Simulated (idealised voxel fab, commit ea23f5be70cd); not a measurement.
Process module name: voxel transistor to metal
Displayed cross-section: cut, width of 150 nm, square cells sized 5 nm.
For the purposes of this document, a cross-section shall be understood as a grid of square cells, specified as bands listed in top-to-bottom order, each band consisting of one or more rows of cells. This entry defines a band. It first specifies the height of the band's top and the height of its bottom in nm, and then specifies the band's materials from left to right, stating each material with its width in nm. The word "full width" identifies a single material that fills the band from edge to edge, while the word "empty" identifies empty space. Heads up on the height convention: 0 is the point under which the incoming wafer is all one material, and the lowest band has no bottom, it just keeps going down, like "from 0 down". Width: "30..40" (first number = top row, second number = bottom row, same change from row to row of cells). Where the words "nothing changed" appear for a step, the cross-section shows no cell changed by that step; every cell remained as before. In the "Closed empty spaces" entry, you get each enclosed empty space of 8 cells or more, one with no open way to the top, written width x height at distance, distance from the left edge, in nm. Anything after a step's settings on that line? It's the simulator's own note about the step. "overlay nm" answers the question of how far to the right of plan the mask lay on a step that has a mask, and when it is negative the answer is to the left.

### Set out below are the planned steps of the process
1 RECEIVE,material Si
2 OXIDIZE,depth nm 5
3 CONFORMAL_DEP,material SiN,thk nm 15
4 DIRECTIONAL_DEP,material aC,thk nm 15
5 PATTERN,tone cover,mask id ACTIVE,material resist,width nm 95,thk nm 30,overlay nm 0
6 DIRECTIONAL_ETCH,etch materials aC,depth nm 15
7 STRIP,etch materials resist
8 DIRECTIONAL_ETCH,etch materials SiN,depth nm 15
9 DIRECTIONAL_ETCH,etch materials SiO2,depth nm 5
10 DIRECTIONAL_ETCH,etch materials Si,depth nm 35
11 STRIP,etch materials aC
12 OXIDIZE,depth nm 5
13 FILL_DEP,material SiO2,thk nm 5
14 CMP,height nm 15
15 SELECTIVE_ETCH,etch materials SiO2,depth nm 5
16 STRIP,etch materials SiN
17 SELECTIVE_ETCH,etch materials SiO2,depth nm 5
18 OXIDIZE,depth nm 5
19 DIRECTIONAL_DEP,material polySi,thk nm 25
20 DIRECTIONAL_DEP,material SiCN,thk nm 15
21 DIRECTIONAL_DEP,material aC,thk nm 10
22 PATTERN,tone cover,mask id GATE,material resist,width nm 15,thk nm 30,overlay nm 0
23 DIRECTIONAL_ETCH,etch materials aC,depth nm 10
24 STRIP,etch materials resist
25 DIRECTIONAL_ETCH,etch materials SiCN,depth nm 25
26 DIRECTIONAL_ETCH,etch materials polySi,depth nm 35
27 STRIP,etch materials aC
28 CONFORMAL_DEP,material SiO2,thk nm 5
29 DIRECTIONAL_ETCH,etch materials SiO2,depth nm 5
30 CONFORMAL_DEP,material SiN,thk nm 10
31 DIRECTIONAL_ETCH,etch materials SiN,depth nm 10
32 DIRECTIONAL_ETCH,etch materials SiO2,depth nm 5
33 EPI,material SiGe,thk nm 5
34 FILL_DEP,material SiO2,thk nm 10
35 CMP,height nm 35
36 DIRECTIONAL_DEP,material SiO2,thk nm 15
37 MASKED_ETCH,tone open,mask id CONTACT,width nm 30,pitch nm 55,etch materials SiO2,depth nm 55,overlay nm 0
38 CONFORMAL_DEP,material TiN,thk nm 5
39 FILL_DEP,material W,thk nm 5
40 CMP,height nm 50
41 CONFORMAL_DEP,material SiN,thk nm 5
42 DIRECTIONAL_DEP,material lowk,thk nm 15
43 MASKED_ETCH,tone open,mask id METAL_1,width nm 15,pitch nm 70,etch materials lowk,depth nm 15,overlay nm 0
44 MASKED_ETCH,tone open,mask id METAL_1,width nm 15,pitch nm 70,etch materials SiN,depth nm 5,overlay nm 0
45 CONFORMAL_DEP,material TiN,thk nm 5
46 FILL_DEP,material Cu,thk nm 5
47 CMP,height nm 70
48 CONFORMAL_DEP,material SiCN,thk nm 5

### Wafer at receipt (post step 1), cross-section
  from 0 down = Si full width
  Closed empty spaces: none

### Wafer at module end, in section. Began as above, planned as above, run with one mistake
  from 75 to 70 = SiCN full width
  from 70 to 55 = lowk 30  TiN 5  Cu 5  TiN 5  lowk 55  TiN 5  Cu 5  TiN 5  lowk 35
  from 55 to 50 = SiN 30  TiN 15  SiN 55  TiN 15  SiN 35
  from 50 to 40 = SiO2 30  TiN 5  W 20  TiN 5  SiO2 25  TiN 5  W 20  TiN 5  SiO2 35
  from 40 to 35 = SiO2 30  TiN 10  W 5  TiN 15  SiO2 25  TiN 15  W 5  TiN 10  SiO2 35
  from 35 to 30 = SiCN 20  SiO2 5  SiN 10  TiN 5  W 5  TiN 5  SiN 10  SiO2 5  SiCN 15  SiO2 5  SiN 10  TiN 5  W 5  TiN 5  SiN 10  SiO2 5  SiCN 25
  from 30 to 25 = polySi 20  SiO2 5  SiN 10  TiN 15  SiN 10  SiO2 5  SiCN 15  SiO2 5  SiN 10  TiN 15  SiN 10  SiO2 5  polySi 25
  from 25 to 20 = polySi 20  SiCN 105  polySi 25
  from 20 to 5 = polySi full width
  from 5 to -5 = SiO2 20  polySi 105  SiO2 25
  from -5 to -10 = SiO2 full width
  from -10 to -45 = SiO2 30  Si 85  SiO2 35
  from -45 down = Si full width
  Closed empty spaces: none
Deviation noted in wafer processing: step 20 was run twice
